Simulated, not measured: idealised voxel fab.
Process module in this document: voxel gate over fins
This is section cut - it's 205 nm across, gridded in 5 nm square cells.
The cross-sections in this document take the form of a grid made of square cells. They are written out as bands, in order from top to bottom. Each band consists of one or more rows of cells. Band: top height; bottom height; in nm. Then, left to right: material with width in nm, for each material. "everywhere": a single material spanning edge to edge. "air": empty space. Note: height 0 marks the level under which the wafer is uniformly one material as received. Lowest band unbounded below, written "0 -> down". The expression "30->40" gives the width at the extremes of the band, the first number at its top row of cells and the second at its bottom row, with the width changing by equal amounts from each row to the next in between. Given "remains unaltered" for a step, no cell of the cross-section differs between before and after that step. The entry titled "Enclosed void entries" provides the empty spaces that have no open way to the top, restricted to those of 8 cells or more. Each is presented as width x height at distance, the distance being measured from the left edge, with all three in nm. On each step's line, the part that comes after the settings is the simulator's own comment on the step. The "overlay nm" setting may appear on a step's line; for a step that uses a mask, it gives how far to the right of its planned position the mask lay, and a negative value indicates the left.

# Process steps foreseen in the plan
1 RECEIVE: material Si
2 CONFORMAL_DEP: material SiN, thk nm 5
3 DIRECTIONAL_DEP: material aC, thk nm 15
4 PATTERN: tone cover, mask id FINS, material resist, width nm 15, pitch nm 45, thk nm 30, overlay nm 0
5 DIRECTIONAL_ETCH: etch materials aC, depth nm 15
6 STRIP: etch materials resist
7 DIRECTIONAL_ETCH: etch materials SiN, depth nm 5
8 DIRECTIONAL_ETCH: etch materials Si, depth nm 40
9 STRIP: etch materials aC
10 FILL_DEP: material SiO2, thk nm 5
11 CMP: height nm 5
12 SELECTIVE_ETCH: etch materials SiO2, depth nm 20
13 STRIP: etch materials SiN
14 CONFORMAL_DEP: material HfO2, thk nm 5
15 CONFORMAL_DEP: material TiN, thk nm 5
16 FILL_DEP: material W, thk nm 15
17 CMP: height nm 20
18 CONFORMAL_DEP: material SiCN, thk nm 10

# Cross-section of the wafer upon arrival, representing the state reached after step 1
* 0 -> down = Si everywhere
* Enclosed void entries: none

# First wafer of two, sectioned at end of module; run went per plan
* 30 -> 20 = SiCN everywhere
* 20 -> 10 = W everywhere
* 10 -> 5 = 15 W, 35 TiN, 10 W, 35 TiN, 10 W, 35 TiN, 10 W, 35 TiN, 20 W
* 5 -> 0 = 15 W, 5 TiN, 25 HfO2, 5 TiN, 10 W, 5 TiN, 25 HfO2, 5 TiN, 10 W, 5 TiN, 25 HfO2, 5 TiN, 10 W, 5 TiN, 25 HfO2, 5 TiN, 20 W
* 0 -> -5 = 15 W, 5 TiN, 5 HfO2, 15 Si, 5 HfO2, 5 TiN, 10 W, 5 TiN, 5 HfO2, 15 Si, 5 HfO2, 5 TiN, 10 W, 5 TiN, 5 HfO2, 15 Si, 5 HfO2, 5 TiN, 10 W, 5 TiN, 5 HfO2, 15 Si, 5 HfO2, 5 TiN, 20 W
* -5 -> -10 = 20 TiN, 5 HfO2, 15 Si, 5 HfO2, 20 TiN, 5 HfO2, 15 Si, 5 HfO2, 20 TiN, 5 HfO2, 15 Si, 5 HfO2, 20 TiN, 5 HfO2, 15 Si, 5 HfO2, 25 TiN
* -10 -> -15 = 25 HfO2, 15 Si, 30 HfO2, 15 Si, 30 HfO2, 15 Si, 30 HfO2, 15 Si, 30 HfO2
* -15 -> -40 = 25 SiO2, 15 Si, 30 SiO2, 15 Si, 30 SiO2, 15 Si, 30 SiO2, 15 Si, 30 SiO2
* -40 -> down = Si everywhere
* Enclosed void entries: none

# The second wafer, shown in cross-section after the module: started the same way as the first and given the same plan, yet one mistake crept into how it was run
* 30 -> 20 = SiCN everywhere
* 20 -> 5 = W everywhere
* 5 -> 0 = 20 W, 25 TiN, 20 W, 25 TiN, 20 W, 25 TiN, 20 W, 25 TiN, 25 W
* 0 -> -10 = 20 W, 5 TiN, 15 Si, 5 TiN, 20 W, 5 TiN, 15 Si, 5 TiN, 20 W, 5 TiN, 15 Si, 5 TiN, 20 W, 5 TiN, 15 Si, 5 TiN, 25 W
* -10 -> -15 = 25 TiN, 15 Si, 30 TiN, 15 Si, 30 TiN, 15 Si, 30 TiN, 15 Si, 30 TiN
* -15 -> -40 = 25 SiO2, 15 Si, 30 SiO2, 15 Si, 30 SiO2, 15 Si, 30 SiO2, 15 Si, 30 SiO2
* -40 -> down = Si everywhere
* Enclosed void entries: none
Plan not followed: with respect to the plan, step 14 was omitted and not executed
The second wafer ends with more or fewer cells of some materials than the first, per final count: HfO2 -65, W +65
